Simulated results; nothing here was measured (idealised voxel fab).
process module | voxel gate over fins
cross-section cut | 230 nm wide | cells 5 nm
A cross-section is a grid of square cells, given in bands from the top down. A band is one or more rows of cells.
Each band's line starts with the height of the band's top and of its bottom, in nm. Then come its materials from left to right, each with its width in nm. One material with "throughout" fills the band from edge to edge. "air" is empty space.
Height 0 is the level under which the wafer as received is all one material. The lowest band goes on downwards, as in "0 down".
A width such as "30 to 40" changes by the same amount from each row of cells to the next, from the band's top row to its bottom row.
"no change" after a step means that no cell of the cross-section changed.
closed voids: empty space of 8 cells or more with no open way to the top, each as width x height at its distance from the left edge, in nm
after a step's settings: what the simulator itself notes on the step
overlay nm, on a step with a mask: how far to the right of its planned place the mask lay; to the left if negative
plan
1 op RECEIVE | material Si
2 op CONFORMAL_DEP | material SiN | thk nm 5
3 op PATTERN | tone cover | mask id FINS | material resist | width nm 15 | pitch nm 50 | thk nm 20 | overlay nm 0
4 op DIRECTIONAL_ETCH | etch materials SiN | depth nm 5
5 op DIRECTIONAL_ETCH | etch materials Si | depth nm 40
6 op STRIP | etch materials resist
7 op FILL_DEP | material SiO2 | thk nm 15
8 op CMP | height nm 5
9 op PATTERN | tone open | mask id RAIL | material resist | width nm 15 | thk nm 20 | overlay nm 0
10 op DIRECTIONAL_ETCH | etch materials SiO2 | depth nm 40
11 op STRIP | etch materials resist
12 op CONFORMAL_DEP | material TiN | thk nm 5
13 op FILL_DEP | material Ru | thk nm 5
14 op CMP | height nm 5
15 op SELECTIVE_ETCH | etch materials W Ru TiN | depth nm 25
16 op FILL_DEP | material SiO2 | thk nm 5
17 op CMP | height nm 5
18 op SELECTIVE_ETCH | etch materials SiO2 | depth nm 15
19 op STRIP | etch materials SiN
20 op CONFORMAL_DEP | material HfO2 | thk nm 5
21 op CONFORMAL_DEP | material TiN | thk nm 5
22 op FILL_DEP | material W | thk nm 10
23 op CMP | height nm 15
24 op CONFORMAL_DEP | material SiCN | thk nm 10
as received, after step 1
  0 down: Si throughout
  closed voids: none
first wafer at the end, as planned
  25 to 15: SiCN throughout
  15 to 10: W throughout
  10 to 5: W 45 | TiN 35 | W 15 | TiN 35 | W 15 | TiN 35 | W 50
  5 to 0: W 45 | TiN 5 | HfO2 25 | TiN 5 | W 15 | TiN 5 | HfO2 25 | TiN 5 | W 15 | TiN 5 | HfO2 25 | TiN 5 | W 50
  0 to -5: TiN 50 | HfO2 5 | Si 15 | HfO2 5 | TiN 25 | HfO2 5 | Si 15 | HfO2 5 | TiN 25 | HfO2 5 | Si 15 | HfO2 5 | TiN 55
  -5 to -10: HfO2 55 | Si 15 | HfO2 35 | Si 15 | HfO2 35 | Si 15 | HfO2 60
  -10 to -20: SiO2 55 | Si 15 | SiO2 35 | Si 15 | SiO2 35 | Si 15 | SiO2 60
  -20 to -30: SiO2 55 | Si 15 | SiO2 10 | TiN 5 | Ru 5 | TiN 5 | SiO2 10 | Si 15 | SiO2 35 | Si 15 | SiO2 60
  -30 to -35: SiO2 55 | Si 15 | SiO2 10 | TiN 15 | SiO2 10 | Si 15 | SiO2 35 | Si 15 | SiO2 60
  -35 to -40: SiO2 55 | Si 15 | SiO2 35 | Si 15 | SiO2 35 | Si 15 | SiO2 60
  -40 down: Si throughout
  closed voids: none
second wafer at the end: like start, like plan, one mistake
  25 to 15: SiCN throughout
  15 to 10: W throughout
  10 to 5: W 45 | TiN 35 | W 15 | TiN 35 | W 15 | TiN 35 | W 50
  5 to 0: W 45 | TiN 5 | HfO2 25 | TiN 5 | W 15 | TiN 5 | HfO2 25 | TiN 5 | W 15 | TiN 5 | HfO2 25 | TiN 5 | W 50
  0 to -10: W 45 | TiN 5 | HfO2 5 | Si 15 | HfO2 5 | TiN 5 | W 15 | TiN 5 | HfO2 5 | Si 15 | HfO2 5 | TiN 5 | W 15 | TiN 5 | HfO2 5 | Si 15 | HfO2 5 | TiN 5 | W 50
  -10 to -15: W 45 | TiN 5 | HfO2 5 | Si 15 | HfO2 5 | TiN 25 | HfO2 5 | Si 15 | HfO2 5 | TiN 5 | W 15 | TiN 5 | HfO2 5 | Si 15 | HfO2 5 | TiN 5 | W 50
  -15 to -20: TiN 50 | HfO2 5 | Si 15 | HfO2 35 | Si 15 | HfO2 5 | TiN 25 | HfO2 5 | Si 15 | HfO2 5 | TiN 55
  -20 to -25: HfO2 55 | Si 15 | HfO2 10 | TiN 5 | Ru 5 | TiN 5 | HfO2 10 | Si 15 | HfO2 35 | Si 15 | HfO2 60
  -25 to -30: SiO2 55 | Si 15 | SiO2 10 | TiN 5 | Ru 5 | TiN 5 | SiO2 10 | Si 15 | SiO2 35 | Si 15 | SiO2 60
  -30 to -35: SiO2 55 | Si 15 | SiO2 10 | TiN 15 | SiO2 10 | Si 15 | SiO2 35 | Si 15 | SiO2 60
  -35 to -40: SiO2 55 | Si 15 | SiO2 35 | Si 15 | SiO2 35 | Si 15 | SiO2 60
  -40 down: Si throughout
  closed voids: none
what went wrong: step 18 was run twice
at the end the second wafer has, in cells: 20 more of HfO2 | 108 fewer of SiO2 | 16 more of TiN | 72 more of W
